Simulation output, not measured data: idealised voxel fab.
Proc. module: voxel ribs on slabs
Shown is cross-section cut, with a width of 240 nm and square cells of size 5 nm.
Square cells in a grid make up a cross-section in this document, and the grid is given as bands, listed from the top down, each one or more rows of cells.
Within each band entry, the heights of the top and of the bottom of the band appear first, in that order and in nm; the materials of the band then follow from left to right, each with its corresponding width in nm. The designation "throughout" on a single material indicates that it fills the band from edge to edge; the designation "air" indicates empty space.
Measure heights from 0. That's the level where, below it, the as-received wafer is all one material. The lowest band is bottomless and extends downward; write it as in "0 nm and below".
A width given as "30->40" starts at the first number in the band's top row and ends at the second number in its bottom row, shifting by an equal amount at every step from row to row.
The designation "no alteration", where it is given for a processing step, indicates that no cell of the cross-section was altered in the course of that step.
"Closed void listing" specifies each empty space that is not open to the top and that occupies no fewer than 8 cells, using the form width x height at distance, the distance measured from the left edge and all three quantities in nm.
Anything after a step's settings on that line? It's the simulator's own note about the step.
Regarding "overlay nm": on a step with a mask, it is the distance the mask lay to the right of its planned place; a negative value places it to the left.
Guide to the pairs. Each holds a before and an after cross-section around one process step; the after cross-section is cut off at the lowest band that changed. Look under the pair for the step between them and its settings. Pairs can come from different runs of this module on the same starting wafer, so a pair follows on from the one above it only where its entry headed "before" says it does.
Before
  50 nm to 45 nm  90 air | 20 aC | 20 air | 20 aC | 90 air
  45 nm to 40 nm  90 air | 60 aC | 90 air
  40 nm to 35 nm  90 air | 20 SiN | 20 aC | 20 SiN | 90 air
  35 nm to 25 nm  90 air | 60 SiN | 90 air
  25 nm to 20 nm  SiN throughout
  20 nm to 0 nm  SiO2 throughout
  0 nm and below  Si throughout
  Closed void listing: none
Step Result
  40 nm to 35 nm  90 air | 20 SiN | 20 air | 20 SiN | 90 air
  Rest of section, below 35: as before.
  Closed void listing: none
Between before and after as drawn above: op STRIP | etch materials aC
before: it's just the after picture from the pair right above this one.
Step Result
  65 nm to 40 nm  SiO2 throughout
  40 nm to 35 nm  90 SiO2 | 20 SiN | 20 SiO2 | 20 SiN | 90 SiO2
  35 nm to 25 nm  90 SiO2 | 60 SiN | 90 SiO2
  Rest of section, below 25: as before.
  Closed void listing: none
Between before and after as drawn above: op FILL_DEP | material SiO2 | thk nm 25
before: it's just the after picture from the pair right above this one.
Step Result
  55 nm to 40 nm  SiO2 throughout
  Rest of section, below 40: as before.
  Closed void listing: none
Between before and after as drawn above: op CMP | height nm 55
before: it's just the after picture from the pair right above this one.
Step Result
  60 nm to 55 nm  W throughout
  Rest of section, below 55: as before.
  Closed void listing: none
Between before and after as drawn above: op DIRECTIONAL_DEP | material W | thk nm 5
before: it's just the after picture from the pair right above this one.
Step Result
  75 nm to 60 nm  aC throughout
  Rest of section, below 60: as before.
  Closed void listing: none
Between before and after as drawn above: op DIRECTIONAL_DEP | material aC | thk nm 15
before: it's just the after picture from the pair right above this one.
Step Result
  105 nm to 75 nm  105 air | 30 resist | 105 air
  Rest of section, below 75: as before.
  Closed void listing: none
Between before and after as drawn above: op PATTERN | tone cover | mask id HEATER | material resist | width nm 30 | thk nm 30 | overlay nm 0
before: it's just the after picture from the pair right above this one.
Step Result
  90 nm to 75 nm  105 air | 30 resist | 105 air
  75 nm to 60 nm  105 air | 30 aC | 105 air
  Rest of section, below 60: as before.
  Closed void listing: none
Between before and after as drawn above: op DIRECTIONAL_ETCH | etch materials aC | depth nm 15
before: it's just the after picture from the pair right above this one.
Step Result
  75 nm to 60 nm  105 air | 30 aC | 105 air
  Rest of section, below 60: as before.
  Closed void listing: none
Between before and after as drawn above: op STRIP | etch materials resist
before: it's just the after picture from the pair right above this one.
Step Result
  75 nm to 60 nm  105 air | 30 aC | 105 air
  60 nm to 55 nm  105 air | 30 W | 105 air
  Rest of section, below 55: as before.
  Closed void listing: none
Between before and after as drawn above: op DIRECTIONAL_ETCH | etch materials W | depth nm 5
before: it's just the after picture from the pair right above this one.
Step Result
  60 nm to 55 nm  105 air | 30 W | 105 air
  Rest of section, below 55: as before.
  Closed void listing: none
Between before and after as drawn above: op STRIP | etch materials aC
before: it's just the after picture from the pair right above this one.
Step Result
  65 nm to 60 nm  100 air | 40 SiO2 | 100 air
  60 nm to 55 nm  105 SiO2 | 30 W | 105 SiO2
  Rest of section, below 55: as before.
  Closed void listing: none
Between before and after as drawn above: op CONFORMAL_DEP | material SiO2 | thk nm 5
